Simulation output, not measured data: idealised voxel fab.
Name of the process module below: voxel transistor to metal
Section shown: cut. Width: 185 nm. Cell size: 5 nm, square.
Each cross-section below is a grid of square cells, stated as bands in top-down order, with one or more rows of cells making up each band. Top, bottom (nm), then materials left to right with widths (nm); lone material tagged "throughout" fills the whole band edge to edge; "blank" = empty space. Heights are expressed relative to 0, this being the level below which the as-received wafer comprises one material exclusively. The lowest band is unbounded in the downward direction and is denoted as in "z 0 and below". Width spec "30 to 40" -> top row of cells at first value, bottom row at second value, equal per-row change in between. Basically "no modification" means that step didn't change any cell in the cross-section. "Closed internal voids" specifies each empty space that is not open to the top and that occupies no fewer than 8 cells, using the form width x height at distance, the distance measured from the left edge and all three quantities in nm. If you see something after the settings on a step's line, that's the simulator's own remark about that step. Steps that use a mask can have "overlay nm" on their line. It says how far the mask sat to the right of where it was meant to be. Negative means to the left. Pairs, read this way: before one process step on the one hand, after it on the other, the after cross-section ending at the lowest band that changed; the step between, settings included, beneath. Same starting wafer throughout, but possibly different runs of this module, so no pair continues from the pair above unless its entry headed "Pre-process" says so.

[Pre-process]
z 30 to 20 | 70 of blank | 5 of SiN | 30 of SiCN | 5 of SiN | 75 of blank
z 20 to -5 | 70 of blank | 5 of SiN | 30 of polySi | 5 of SiN | 75 of blank
z -5 to -10 | 25 of SiO2 | 5 of SiN | 40 of blank | 5 of SiN | 30 of SiO2 | 5 of SiN | 40 of blank | 5 of SiN | 30 of SiO2
z -10 to -30 | 35 of SiO2 | 110 of Si | 40 of SiO2
z -30 and below | Si throughout
Closed internal voids: none

[Cross-Section After Step]
z 30 to 20 | 70 of blank | 5 of SiN | 30 of SiCN | 5 of SiN | 75 of blank
z 20 to -5 | 70 of blank | 5 of SiN | 30 of polySi | 5 of SiN | 75 of blank
z -5 to -10 | 25 of blank | 5 of SiN | 40 of blank | 5 of SiN | 30 of SiO2 | 5 of SiN | 40 of blank | 5 of SiN | 30 of blank
z -10 to -15 | 30 of SiO2 | 5 of blank | 110 of Si | 5 of blank | 35 of SiO2
Unchanged below -15.
Closed internal voids: none
Connecting step for the cross-sections above: DIRECTIONAL_ETCH,etch materials SiO2,depth nm 5

Pre-process: the pre-step structure is the one depicted after the step in the pair just above.

[Cross-Section After Step]
z 30 to 20 | 70 of blank | 5 of SiN | 30 of SiCN | 5 of SiN | 75 of blank
z 20 to -5 | 70 of blank | 5 of SiN | 30 of polySi | 5 of SiN | 75 of blank
z -5 to -10 | 25 of blank | 5 of SiN | 40 of blank | 5 of SiN | 30 of SiO2 | 5 of SiN | 40 of blank | 5 of SiN | 30 of blank
z -10 to -15 | 30 of SiO2 | 40 of blank | 40 of Si | 40 of blank | 35 of SiO2
Unchanged below -15.
Closed internal voids: none
Connecting step for the cross-sections above: DIRECTIONAL_ETCH,etch materials Si,depth nm 5

Pre-process: the pre-step structure is the one depicted after the step in the pair just above.

[Cross-Section After Step]
z 30 to 20 | 70 of blank | 5 of SiN | 30 of SiCN | 5 of SiN | 75 of blank
z 20 to -5 | 70 of blank | 5 of SiN | 30 of polySi | 5 of SiN | 75 of blank
z -5 to -10 | 25 of blank | 5 of SiN | 35 of blank | 5 of SiGe | 5 of SiN | 30 of SiO2 | 5 of SiN | 5 of SiGe | 35 of blank | 5 of SiN | 30 of blank
z -10 to -15 | 30 of SiO2 | 40 of SiGe | 40 of Si | 40 of SiGe | 35 of SiO2
Unchanged below -15.
Closed internal voids: none
Connecting step for the cross-sections above: EPI,material SiGe,thk nm 5

Pre-process: the pre-step structure is the one depicted after the step in the pair just above.

[Cross-Section After Step]
z 35 to 30 | SiO2 throughout
z 30 to 20 | 70 of SiO2 | 5 of SiN | 30 of SiCN | 5 of SiN | 75 of SiO2
z 20 to -5 | 70 of SiO2 | 5 of SiN | 30 of polySi | 5 of SiN | 75 of SiO2
z -5 to -10 | 25 of SiO2 | 5 of SiN | 35 of SiO2 | 5 of SiGe | 5 of SiN | 30 of SiO2 | 5 of SiN | 5 of SiGe | 35 of SiO2 | 5 of SiN | 30 of SiO2
Unchanged below -10.
Closed internal voids: none
Connecting step for the cross-sections above: FILL_DEP,material SiO2,thk nm 5

Pre-process: the pre-step structure is the one depicted after the step in the pair just above.

[Cross-Section After Step]
z 20 to -5 | 70 of SiO2 | 5 of SiN | 30 of polySi | 5 of SiN | 75 of SiO2
Unchanged below -5.
Closed internal voids: none
Connecting step for the cross-sections above: CMP,height nm 20

Pre-process: the pre-step structure is the one depicted after the step in the pair just above.

[Cross-Section After Step]
z 20 to -5 | 70 of SiO2 | 5 of SiN | 30 of blank | 5 of SiN | 75 of SiO2
Unchanged below -5.
Closed internal voids: none
Connecting step for the cross-sections above: STRIP,etch materials polySi

Pre-process: the pre-step structure is the one depicted after the step in the pair just above.

[Cross-Section After Step]
z 20 to 15 | 70 of blank | 5 of SiN | 30 of blank | 5 of SiN | 75 of blank
z 15 to -5 | 70 of SiO2 | 5 of SiN | 30 of blank | 5 of SiN | 75 of SiO2
z -5 to -10 | 25 of SiO2 | 5 of SiN | 35 of SiO2 | 5 of SiGe | 5 of SiN | 30 of blank | 5 of SiN | 5 of SiGe | 35 of SiO2 | 5 of SiN | 30 of SiO2
Unchanged below -10.
Closed internal voids: none
Connecting step for the cross-sections above: SELECTIVE_ETCH,etch materials SiO2,depth nm 5

Pre-process: the pre-step structure is the one depicted after the step in the pair just above.

[Cross-Section After Step]
z 25 to 20 | 65 of blank | 15 of HfO2 | 20 of blank | 15 of HfO2 | 70 of blank
z 20 to 15 | 70 of HfO2 | 5 of SiN | 5 of HfO2 | 20 of blank | 5 of HfO2 | 5 of SiN | 75 of HfO2
z 15 to -5 | 70 of SiO2 | 5 of SiN | 5 of HfO2 | 20 of blank | 5 of HfO2 | 5 of SiN | 75 of SiO2
z -5 to -10 | 25 of SiO2 | 5 of SiN | 35 of SiO2 | 5 of SiGe | 5 of SiN | 30 of HfO2 | 5 of SiN | 5 of SiGe | 35 of SiO2 | 5 of SiN | 30 of SiO2
Unchanged below -10.
Closed internal voids: none
Connecting step for the cross-sections above: CONFORMAL_DEP,material HfO2,thk nm 5

Pre-process: the pre-step structure is the one depicted after the step in the pair just above.

[Cross-Section After Step]
z 30 to 25 | 60 of blank | 25 of TiN | 10 of blank | 25 of TiN | 65 of blank
z 25 to 20 | 65 of TiN | 15 of HfO2 | 5 of TiN | 10 of blank | 5 of TiN | 15 of HfO2 | 70 of TiN
z 20 to 15 | 70 of HfO2 | 5 of SiN | 5 of HfO2 | 5 of TiN | 10 of blank | 5 of TiN | 5 of HfO2 | 5 of SiN | 75 of HfO2
z 15 to 0 | 70 of SiO2 | 5 of SiN | 5 of HfO2 | 5 of TiN | 10 of blank | 5 of TiN | 5 of HfO2 | 5 of SiN | 75 of SiO2
z 0 to -5 | 70 of SiO2 | 5 of SiN | 5 of HfO2 | 20 of TiN | 5 of HfO2 | 5 of SiN | 75 of SiO2
Unchanged below -5.
Closed internal voids: none
Connecting step for the cross-sections above: CONFORMAL_DEP,material TiN,thk nm 5

Pre-process: the pre-step structure is the one depicted after the step in the pair just above.

[Cross-Section After Step]
z 35 to 30 | W throughout
z 30 to 25 | 60 of W | 25 of TiN | 10 of W | 25 of TiN | 65 of W
z 25 to 20 | 65 of TiN | 15 of HfO2 | 5 of TiN | 10 of W | 5 of TiN | 15 of HfO2 | 70 of TiN
z 20 to 15 | 70 of HfO2 | 5 of SiN | 5 of HfO2 | 5 of TiN | 10 of W | 5 of TiN | 5 of HfO2 | 5 of SiN | 75 of HfO2
z 15 to 0 | 70 of SiO2 | 5 of SiN | 5 of HfO2 | 5 of TiN | 10 of W | 5 of TiN | 5 of HfO2 | 5 of SiN | 75 of SiO2
Unchanged below 0.
Closed internal voids: none
Connecting step for the cross-sections above: FILL_DEP,material W,thk nm 5

Pre-process: the pre-step structure is the one depicted after the step in the pair just above.

[Cross-Section After Step]
z 15 to 0 | 70 of SiO2 | 5 of SiN | 5 of HfO2 | 5 of TiN | 10 of W | 5 of TiN | 5 of HfO2 | 5 of SiN | 75 of SiO2
Unchanged below 0.
Closed internal voids: none
Connecting step for the cross-sections above: CMP,height nm 15

Pre-process: the pre-step structure is the one depicted after the step in the pair just above.

[Cross-Section After Step]
z 30 to 15 | SiO2 throughout
Unchanged below 15.
Closed internal voids: none
Connecting step for the cross-sections above: DIRECTIONAL_DEP,material SiO2,thk nm 15

Pre-process: the pre-step structure is the one depicted after the step in the pair just above.

[Cross-Section After Step]
z 45 to 30 | 40 of resist | 15 of blank | 70 of resist | 15 of blank | 45 of resist
Unchanged below 30.
Closed internal voids: none
Connecting step for the cross-sections above: PATTERN,tone open,mask id CONTACT,material resist,width nm 15,pitch nm 85,thk nm 15,overlay nm 0

Pre-process: the pre-step structure is the one depicted after the step in the pair just above.

[Cross-Section After Step]
z 45 to 30 | 40 of resist | 15 of blank | 70 of resist | 15 of blank | 45 of resist
z 30 to 15 | 40 of SiO2 | 15 of blank | 70 of SiO2 | 15 of blank | 45 of SiO2
z 15 to 0 | 40 of SiO2 | 15 of blank | 15 of SiO2 | 5 of SiN | 5 of HfO2 | 5 of TiN | 10 of W | 5 of TiN | 5 of HfO2 | 5 of SiN | 15 of SiO2 | 15 of blank | 45 of SiO2
z 0 to -5 | 40 of SiO2 | 15 of blank | 15 of SiO2 | 5 of SiN | 5 of HfO2 | 20 of TiN | 5 of HfO2 | 5 of SiN | 15 of SiO2 | 15 of blank | 45 of SiO2
z -5 to -10 | 25 of SiO2 | 5 of SiN | 10 of SiO2 | 15 of blank | 10 of SiO2 | 5 of SiGe | 5 of SiN | 30 of HfO2 | 5 of SiN | 5 of SiGe | 10 of SiO2 | 15 of blank | 10 of SiO2 | 5 of SiN | 30 of SiO2
Unchanged below -10.
Closed internal voids: none
Connecting step for the cross-sections above: DIRECTIONAL_ETCH,etch materials SiO2,depth nm 40

Pre-process: the pre-step structure is the one depicted after the step in the pair just above.

[Cross-Section After Step]
z 30 to 15 | 40 of SiO2 | 15 of blank | 70 of SiO2 | 15 of blank | 45 of SiO2
Unchanged below 15.
Closed internal voids: none
Connecting step for the cross-sections above: STRIP,etch materials resist

Pre-process: the pre-step structure is the one depicted after the step in the pair just above.

[Cross-Section After Step]
z 35 to 30 | 45 of TiN | 5 of blank | 80 of TiN | 5 of blank | 50 of TiN
z 30 to 15 | 40 of SiO2 | 5 of TiN | 5 of blank | 5 of TiN | 70 of SiO2 | 5 of TiN | 5 of blank | 5 of TiN | 45 of SiO2
z 15 to 0 | 40 of SiO2 | 5 of TiN | 5 of blank | 5 of TiN | 15 of SiO2 | 5 of SiN | 5 of HfO2 | 5 of TiN | 10 of W | 5 of TiN | 5 of HfO2 | 5 of SiN | 15 of SiO2 | 5 of TiN | 5 of blank | 5 of TiN | 45 of SiO2
z 0 to -5 | 40 of SiO2 | 5 of TiN | 5 of blank | 5 of TiN | 15 of SiO2 | 5 of SiN | 5 of HfO2 | 20 of TiN | 5 of HfO2 | 5 of SiN | 15 of SiO2 | 5 of TiN | 5 of blank | 5 of TiN | 45 of SiO2
z -5 to -10 | 25 of SiO2 | 5 of SiN | 10 of SiO2 | 15 of TiN | 10 of SiO2 | 5 of SiGe | 5 of SiN | 30 of HfO2 | 5 of SiN | 5 of SiGe | 10 of SiO2 | 15 of TiN | 10 of SiO2 | 5 of SiN | 30 of SiO2
Unchanged below -10.
Closed internal voids: none
Connecting step for the cross-sections above: CONFORMAL_DEP,material TiN,thk nm 5

Pre-process: the pre-step structure is the one depicted after the step in the pair just above.

[Cross-Section After Step]
z 45 to 35 | Ru throughout
z 35 to 30 | 45 of TiN | 5 of Ru | 80 of TiN | 5 of Ru | 50 of TiN
z 30 to 15 | 40 of SiO2 | 5 of TiN | 5 of Ru | 5 of TiN | 70 of SiO2 | 5 of TiN | 5 of Ru | 5 of TiN | 45 of SiO2
z 15 to 0 | 40 of SiO2 | 5 of TiN | 5 of Ru | 5 of TiN | 15 of SiO2 | 5 of SiN | 5 of HfO2 | 5 of TiN | 10 of W | 5 of TiN | 5 of HfO2 | 5 of SiN | 15 of SiO2 | 5 of TiN | 5 of Ru | 5 of TiN | 45 of SiO2
z 0 to -5 | 40 of SiO2 | 5 of TiN | 5 of Ru | 5 of TiN | 15 of SiO2 | 5 of SiN | 5 of HfO2 | 20 of TiN | 5 of HfO2 | 5 of SiN | 15 of SiO2 | 5 of TiN | 5 of Ru | 5 of TiN | 45 of SiO2
Unchanged below -5.
Closed internal voids: none
Connecting step for the cross-sections above: FILL_DEP,material Ru,thk nm 10

Pre-process: the pre-step structure is the one depicted after the step in the pair just above.

[Cross-Section After Step]
z 30 to 15 | 40 of SiO2 | 5 of TiN | 5 of Ru | 5 of TiN | 70 of SiO2 | 5 of TiN | 5 of Ru | 5 of TiN | 45 of SiO2
Unchanged below 15.
Closed internal voids: none
Connecting step for the cross-sections above: CMP,height nm 30

Pre-process: the pre-step structure is the one depicted after the step in the pair just above.

[Cross-Section After Step]
z 35 to 30 | SiN throughout
Unchanged below 30.
Closed internal voids: none
Connecting step for the cross-sections above: CONFORMAL_DEP,material SiN,thk nm 5

Pre-process: the pre-step structure is the one depicted after the step in the pair just above.

[Cross-Section After Step]
z 60 to 35 | SiO2 throughout
Unchanged below 35.
Closed internal voids: none
Connecting step for the cross-sections above: DIRECTIONAL_DEP,material SiO2,thk nm 25

Pre-process: the pre-step structure is the one depicted after the step in the pair just above.

[Cross-Section After Step]
z 80 to 60 | 40 of resist | 15 of blank | 70 of resist | 15 of blank | 45 of resist
Unchanged below 60.
Closed internal voids: none
Connecting step for the cross-sections above: PATTERN,tone open,mask id METAL_1,material resist,width nm 15,pitch nm 85,thk nm 20,overlay nm 0

Pre-process: the pre-step structure is the one depicted after the step in the pair just above.

[Cross-Section After Step]
z 80 to 60 | 40 of resist | 15 of blank | 70 of resist | 15 of blank | 45 of resist
z 60 to 35 | 40 of SiO2 | 15 of blank | 70 of SiO2 | 15 of blank | 45 of SiO2
Unchanged below 35.
Closed internal voids: none
Connecting step for the cross-sections above: DIRECTIONAL_ETCH,etch materials SiO2,depth nm 25

Pre-process: the pre-step structure is the one depicted after the step in the pair just above.

[Cross-Section After Step]
z 80 to 60 | 40 of resist | 15 of blank | 70 of resist | 15 of blank | 45 of resist
z 60 to 35 | 40 of SiO2 | 15 of blank | 70 of SiO2 | 15 of blank | 45 of SiO2
z 35 to 30 | 40 of SiN | 15 of blank | 70 of SiN | 15 of blank | 45 of SiN
Unchanged below 30.
Closed internal voids: none
Connecting step for the cross-sections above: DIRECTIONAL_ETCH,etch materials SiN,depth nm 5

Pre-process: the pre-step structure is the one depicted after the step in the pair just above.

[Cross-Section After Step]
z 60 to 35 | 40 of SiO2 | 15 of blank | 70 of SiO2 | 15 of blank | 45 of SiO2
Unchanged below 35.
Closed internal voids: none
Connecting step for the cross-sections above: STRIP,etch materials resist

Pre-process: the pre-step structure is the one depicted after the step in the pair just above.

[Cross-Section After Step]
z 65 to 60 | 45 of TiN | 5 of blank | 80 of TiN | 5 of blank | 50 of TiN
z 60 to 35 | 40 of SiO2 | 5 of TiN | 5 of blank | 5 of TiN | 70 of SiO2 | 5 of TiN | 5 of blank | 5 of TiN | 45 of SiO2
z 35 to 30 | 40 of SiN | 15 of TiN | 70 of SiN | 15 of TiN | 45 of SiN
Unchanged below 30.
Closed internal voids: none
Connecting step for the cross-sections above: CONFORMAL_DEP,material TiN,thk nm 5

Pre-process: the pre-step structure is the one depicted after the step in the pair just above.

[Cross-Section After Step]
z 75 to 65 | Cu throughout
z 65 to 60 | 45 of TiN | 5 of Cu | 80 of TiN | 5 of Cu | 50 of TiN
z 60 to 35 | 40 of SiO2 | 5 of TiN | 5 of Cu | 5 of TiN | 70 of SiO2 | 5 of TiN | 5 of Cu | 5 of TiN | 45 of SiO2
Unchanged below 35.
Closed internal voids: none
Connecting step for the cross-sections above: FILL_DEP,material Cu,thk nm 10

Pre-process: the pre-step structure is the one depicted after the step in the pair just above.

[Cross-Section After Step]
z 60 to 35 | 40 of SiO2 | 5 of TiN | 5 of Cu | 5 of TiN | 70 of SiO2 | 5 of TiN | 5 of Cu | 5 of TiN | 45 of SiO2
Unchanged below 35.
Closed internal voids: none
Connecting step for the cross-sections above: CMP,height nm 60

Pre-process: the pre-step structure is the one depicted after the step in the pair just above.

[Cross-Section After Step]
z 65 to 60 | SiCN throughout
Unchanged below 60.
Closed internal voids: none
Connecting step for the cross-sections above: CONFORMAL_DEP,material SiCN,thk nm 5

[Pre-process]
z 20 to 10 | 30 of blank | 120 of aC | 35 of blank
z 10 to 0 | 30 of blank | 120 of SiN | 35 of blank
z 0 to -5 | 30 of blank | 120 of SiO2 | 35 of blank
z -5 to -25 | 30 of blank | 120 of Si | 35 of blank
z -25 and below | Si throughout
Closed internal voids: none

[Cross-Section After Step]
z 20 to 10 | 30 of blank | 120 of aC | 35 of blank
z 10 to 0 | 30 of blank | 120 of SiN | 35 of blank
z 0 to -5 | 30 of blank | 120 of SiO2 | 35 of blank
z -5 to -45 | 30 of blank | 120 of Si | 35 of blank
Unchanged below -45.
Closed internal voids: none
Connecting step for the cross-sections above: DIRECTIONAL_ETCH,etch materials Si,depth nm 20

Pre-process: the pre-step structure is the one depicted after the step in the pair just above.

[Cross-Section After Step]
z 10 to 0 | 30 of blank | 120 of SiN | 35 of blank
Unchanged below 0.
Closed internal voids: none
Connecting step for the cross-sections above: STRIP,etch materials aC

Pre-process: the pre-step structure is the one depicted after the step in the pair just above.

[Cross-Section After Step]
z 10 to 0 | 30 of blank | 120 of SiN | 35 of blank
z 0 to -5 | 30 of blank | 120 of SiO2 | 35 of blank
z -5 to -45 | 30 of blank | 5 of SiO2 | 110 of Si | 5 of SiO2 | 35 of blank
z -45 to -50 | 35 of SiO2 | 110 of Si | 40 of SiO2
Unchanged below -50.
Closed internal voids: none
Connecting step for the cross-sections above: OXIDIZE,depth nm 5

Pre-process: the pre-step structure is the one depicted after the step in the pair just above.

[Cross-Section After Step]
z 15 to 10 | SiO2 throughout
z 10 to 0 | 30 of SiO2 | 120 of SiN | 35 of SiO2
z 0 to -5 | SiO2 throughout
z -5 to -50 | 35 of SiO2 | 110 of Si | 40 of SiO2
Unchanged below -50.
Closed internal voids: none
Connecting step for the cross-sections above: FILL_DEP,material SiO2,thk nm 5

Pre-process: the pre-step structure is the one depicted after the step in the pair just above.

[Cross-Section After Step]
z 10 to 0 | 30 of SiO2 | 120 of SiN | 35 of SiO2
Unchanged below 0.
Closed internal voids: none
Connecting step for the cross-sections above: CMP,height nm 10

Pre-process: the pre-step structure is the one depicted after the step in the pair just above.

[Cross-Section After Step]
z 10 to 5 | 30 of blank | 120 of SiN | 35 of blank
Unchanged below 5.
Closed internal voids: none
Connecting step for the cross-sections above: SELECTIVE_ETCH,etch materials SiO2,depth nm 5

Pre-process: the pre-step structure is the one depicted after the step in the pair just above.

[Cross-Section After Step]
z 5 to 0 | 30 of SiO2 | 120 of blank | 35 of SiO2
Unchanged below 0.
Closed internal voids: none
Connecting step for the cross-sections above: STRIP,etch materials SiN

Pre-process: the pre-step structure is the one depicted after the step in the pair just above.

[Cross-Section After Step]
z 0 to -5 | 25 of SiO2 | 130 of blank | 30 of SiO2
Unchanged below -5.
Closed internal voids: none
Connecting step for the cross-sections above: SELECTIVE_ETCH,etch materials SiO2,depth nm 5

Pre-process: the pre-step structure is the one depicted after the step in the pair just above.

[Cross-Section After Step]
z 0 to -5 | 25 of SiO2 | 130 of blank | 30 of SiO2
z -5 to -10 | SiO2 throughout
Unchanged below -10.
Closed internal voids: none
Connecting step for the cross-sections above: OXIDIZE,depth nm 5

Pre-process: the pre-step structure is the one depicted after the step in the pair just above.

[Cross-Section After Step]
z 25 to 20 | 25 of polySi | 130 of blank | 30 of polySi
z 20 to 0 | polySi throughout
z 0 to -5 | 25 of SiO2 | 130 of polySi | 30 of SiO2
Unchanged below -5.
Closed internal voids: none
Connecting step for the cross-sections above: DIRECTIONAL_DEP,material polySi,thk nm 25

Pre-process: the pre-step structure is the one depicted after the step in the pair just above.

[Cross-Section After Step]
z 35 to 30 | 25 of SiCN | 130 of blank | 30 of SiCN
z 30 to 25 | SiCN throughout
z 25 to 20 | 25 of polySi | 130 of SiCN | 30 of polySi
Unchanged below 20.
Closed internal voids: none
Connecting step for the cross-sections above: DIRECTIONAL_DEP,material SiCN,thk nm 10

Pre-process: the pre-step structure is the one depicted after the step in the pair just above.

[Cross-Section After Step]
z 50 to 35 | 75 of blank | 30 of resist | 80 of blank
z 35 to 30 | 25 of SiCN | 50 of blank | 30 of resist | 50 of blank | 30 of SiCN
Unchanged below 30.
Closed internal voids: none
Connecting step for the cross-sections above: PATTERN,tone cover,mask id GATE,material resist,width nm 30,thk nm 15,overlay nm 0

Pre-process: the pre-step structure is the one depicted after the step in the pair just above.

[Cross-Section After Step]
z 50 to 30 | 75 of blank | 30 of resist | 80 of blank
z 30 to 25 | 75 of blank | 30 of SiCN | 80 of blank
z 25 to 20 | 25 of polySi | 50 of blank | 30 of SiCN | 50 of blank | 30 of polySi
Unchanged below 20.
Closed internal voids: none
Connecting step for the cross-sections above: DIRECTIONAL_ETCH,etch materials SiCN,depth nm 20

Pre-process: the pre-step structure is the one depicted after the step in the pair just above.

[Cross-Section After Step]
z 50 to 30 | 75 of blank | 30 of resist | 80 of blank
z 30 to 20 | 75 of blank | 30 of SiCN | 80 of blank
z 20 to 0 | 75 of blank | 30 of polySi | 80 of blank
z 0 to -5 | 25 of SiO2 | 50 of blank | 30 of polySi | 50 of blank | 30 of SiO2
Unchanged below -5.
Closed internal voids: none
Connecting step for the cross-sections above: DIRECTIONAL_ETCH,etch materials polySi,depth nm 35

Pre-process: the pre-step structure is the one depicted after the step in the pair just above.

[Cross-Section After Step]
z 30 to 20 | 75 of blank | 30 of SiCN | 80 of blank
Unchanged below 20.
Closed internal voids: none
Connecting step for the cross-sections above: STRIP,etch materials resist

Pre-process: the pre-step structure is the one depicted after the step in the pair just above.

[Cross-Section After Step]
z 35 to 30 | 70 of blank | 40 of SiO2 | 75 of blank
z 30 to 20 | 70 of blank | 5 of SiO2 | 30 of SiCN | 5 of SiO2 | 75 of blank
z 20 to 5 | 70 of blank | 5 of SiO2 | 30 of polySi | 5 of SiO2 | 75 of blank
z 5 to 0 | 30 of SiO2 | 40 of blank | 5 of SiO2 | 30 of polySi | 5 of SiO2 | 40 of blank | 35 of SiO2
z 0 to -5 | 75 of SiO2 | 30 of polySi | 80 of SiO2
Unchanged below -5.
Closed internal voids: none
Connecting step for the cross-sections above: CONFORMAL_DEP,material SiO2,thk nm 5

Pre-process: the pre-step structure is the one depicted after the step in the pair just above.

[Cross-Section After Step]
z 30 to 20 | 70 of blank | 5 of SiO2 | 30 of SiCN | 5 of SiO2 | 75 of blank
z 20 to 0 | 70 of blank | 5 of SiO2 | 30 of polySi | 5 of SiO2 | 75 of blank
z 0 to -5 | 30 of SiO2 | 40 of blank | 5 of SiO2 | 30 of polySi | 5 of SiO2 | 40 of blank | 35 of SiO2
Unchanged below -5.
Closed internal voids: none
Connecting step for the cross-sections above: DIRECTIONAL_ETCH,etch materials SiO2,depth nm 5

Pre-process: the pre-step structure is the one depicted after the step in the pair just above.

[Cross-Section After Step]
z 35 to 30 | 65 of blank | 50 of SiN | 70 of blank
z 30 to 20 | 65 of blank | 5 of SiN | 5 of SiO2 | 30 of SiCN | 5 of SiO2 | 5 of SiN | 70 of blank
z 20 to 5 | 65 of blank | 5 of SiN | 5 of SiO2 | 30 of polySi | 5 of SiO2 | 5 of SiN | 70 of blank
z 5 to 0 | 35 of SiN | 30 of blank | 5 of SiN | 5 of SiO2 | 30 of polySi | 5 of SiO2 | 5 of SiN | 30 of blank | 40 of SiN
z 0 to -5 | 30 of SiO2 | 40 of SiN | 5 of SiO2 | 30 of polySi | 5 of SiO2 | 40 of SiN | 35 of SiO2
Unchanged below -5.
Closed internal voids: none
Connecting step for the cross-sections above: CONFORMAL_DEP,material SiN,thk nm 5

Pre-process: the pre-step structure is the one depicted after the step in the pair just above.

[Cross-Section After Step]
z 30 to 20 | 65 of blank | 5 of SiN | 5 of SiO2 | 30 of SiCN | 5 of SiO2 | 5 of SiN | 70 of blank
z 20 to 0 | 65 of blank | 5 of SiN | 5 of SiO2 | 30 of polySi | 5 of SiO2 | 5 of SiN | 70 of blank
z 0 to -5 | 30 of SiO2 | 5 of SiN | 30 of blank | 5 of SiN | 5 of SiO2 | 30 of polySi | 5 of SiO2 | 5 of SiN | 30 of blank | 5 of SiN | 35 of SiO2
Unchanged below -5.
Closed internal voids: none
Connecting step for the cross-sections above: DIRECTIONAL_ETCH,etch materials SiN,depth nm 5

Pre-process: the pre-step structure is the one depicted after the step in the pair just above.

[Cross-Section After Step]
z 30 to 25 | 65 of blank | 5 of SiN | 5 of blank | 30 of SiCN | 5 of blank | 5 of SiN | 70 of blank
z 25 to 20 | 65 of blank | 5 of SiN | 5 of SiO2 | 30 of SiCN | 5 of SiO2 | 5 of SiN | 70 of blank
z 20 to 0 | 65 of blank | 5 of SiN | 5 of SiO2 | 30 of polySi | 5 of SiO2 | 5 of SiN | 70 of blank
z 0 to -5 | 30 of blank | 5 of SiN | 30 of blank | 5 of SiN | 5 of SiO2 | 30 of polySi | 5 of SiO2 | 5 of SiN | 30 of blank | 5 of SiN | 35 of blank
z -5 to -10 | 35 of SiO2 | 30 of blank | 50 of SiO2 | 30 of blank | 40 of SiO2
Unchanged below -10.
Closed internal voids: none
Connecting step for the cross-sections above: DIRECTIONAL_ETCH,etch materials SiO2,depth nm 5

Pre-process: the pre-step structure is the one depicted after the step in the pair just above.

[Cross-Section After Step]
z 30 to 25 | 65 of blank | 5 of SiN | 5 of blank | 30 of SiCN | 5 of blank | 5 of SiN | 70 of blank
z 25 to 20 | 65 of blank | 5 of SiN | 5 of SiO2 | 30 of SiCN | 5 of SiO2 | 5 of SiN | 70 of blank
z 20 to 0 | 65 of blank | 5 of SiN | 5 of SiO2 | 30 of polySi | 5 of SiO2 | 5 of SiN | 70 of blank
z 0 to -5 | 30 of blank | 5 of SiN | 30 of blank | 5 of SiN | 5 of SiO2 | 30 of polySi | 5 of SiO2 | 5 of SiN | 30 of blank | 5 of SiN | 35 of blank
z -5 to -10 | 35 of SiO2 | 30 of blank | 50 of SiO2 | 30 of blank | 40 of SiO2
z -10 to -15 | 35 of SiO2 | 30 of blank | 50 of Si | 30 of blank | 40 of SiO2
Unchanged below -15.
Closed internal voids: none
Connecting step for the cross-sections above: DIRECTIONAL_ETCH,etch materials Si,depth nm 5

Pre-process: the pre-step structure is the one depicted after the step in the pair just above.

[Cross-Section After Step]
z 30 to 25 | 65 of blank | 5 of SiN | 5 of blank | 30 of SiCN | 5 of blank | 5 of SiN | 70 of blank
z 25 to 20 | 65 of blank | 5 of SiN | 5 of SiO2 | 30 of SiCN | 5 of SiO2 | 5 of SiN | 70 of blank
z 20 to 0 | 65 of blank | 5 of SiN | 5 of SiO2 | 30 of polySi | 5 of SiO2 | 5 of SiN | 70 of blank
z 0 to -5 | 30 of blank | 5 of SiN | 30 of blank | 5 of SiN | 5 of SiO2 | 30 of polySi | 5 of SiO2 | 5 of SiN | 30 of blank | 5 of SiN | 35 of blank
z -5 to -10 | 35 of SiO2 | 25 of blank | 5 of SiGe | 50 of SiO2 | 5 of SiGe | 25 of blank | 40 of SiO2
z -10 to -15 | 35 of SiO2 | 30 of SiGe | 50 of Si | 30 of SiGe | 40 of SiO2
Unchanged below -15.
Closed internal voids: none
Connecting step for the cross-sections above: EPI,material SiGe,thk nm 5

Pre-process: the pre-step structure is the one depicted after the step in the pair just above.

[Cross-Section After Step]
z 35 to 30 | SiO2 throughout
z 30 to 20 | 65 of SiO2 | 5 of SiN | 5 of SiO2 | 30 of SiCN | 5 of SiO2 | 5 of SiN | 70 of SiO2
z 20 to 0 | 65 of SiO2 | 5 of SiN | 5 of SiO2 | 30 of polySi | 5 of SiO2 | 5 of SiN | 70 of SiO2
z 0 to -5 | 30 of SiO2 | 5 of SiN | 30 of SiO2 | 5 of SiN | 5 of SiO2 | 30 of polySi | 5 of SiO2 | 5 of SiN | 30 of SiO2 | 5 of SiN | 35 of SiO2
z -5 to -10 | 60 of SiO2 | 5 of SiGe | 50 of SiO2 | 5 of SiGe | 65 of SiO2
Unchanged below -10.
Closed internal voids: none
Connecting step for the cross-sections above: FILL_DEP,material SiO2,thk nm 5

Pre-process: the pre-step structure is the one depicted after the step in the pair just above.

[Cross-Section After Step]
z 20 to 0 | 65 of SiO2 | 5 of SiN | 5 of SiO2 | 30 of polySi | 5 of SiO2 | 5 of SiN | 70 of SiO2
Unchanged below 0.
Closed internal voids: none
Connecting step for the cross-sections above: CMP,height nm 20

Pre-process: the pre-step structure is the one depicted after the step in the pair just above.

[Cross-Section After Step]
z 20 to 0 | 65 of SiO2 | 5 of SiN | 5 of SiO2 | 30 of blank | 5 of SiO2 | 5 of SiN | 70 of SiO2
z 0 to -5 | 30 of SiO2 | 5 of SiN | 30 of SiO2 | 5 of SiN | 5 of SiO2 | 30 of blank | 5 of SiO2 | 5 of SiN | 30 of SiO2 | 5 of SiN | 35 of SiO2
Unchanged below -5.
Closed internal voids: none
Connecting step for the cross-sections above: STRIP,etch materials polySi

Pre-process: the pre-step structure is the one depicted after the step in the pair just above.

[Cross-Section After Step]
z 20 to 15 | 65 of blank | 5 of SiN | 40 of blank | 5 of SiN | 70 of blank
z 15 to 0 | 65 of SiO2 | 5 of SiN | 40 of blank | 5 of SiN | 70 of SiO2
z 0 to -5 | 30 of SiO2 | 5 of SiN | 30 of SiO2 | 5 of SiN | 40 of blank | 5 of SiN | 30 of SiO2 | 5 of SiN | 35 of SiO2
z -5 to -10 | 60 of SiO2 | 5 of SiGe | 5 of SiO2 | 40 of blank | 5 of SiO2 | 5 of SiGe | 65 of SiO2
Unchanged below -10.
Closed internal voids: none
Connecting step for the cross-sections above: SELECTIVE_ETCH,etch materials SiO2,depth nm 5
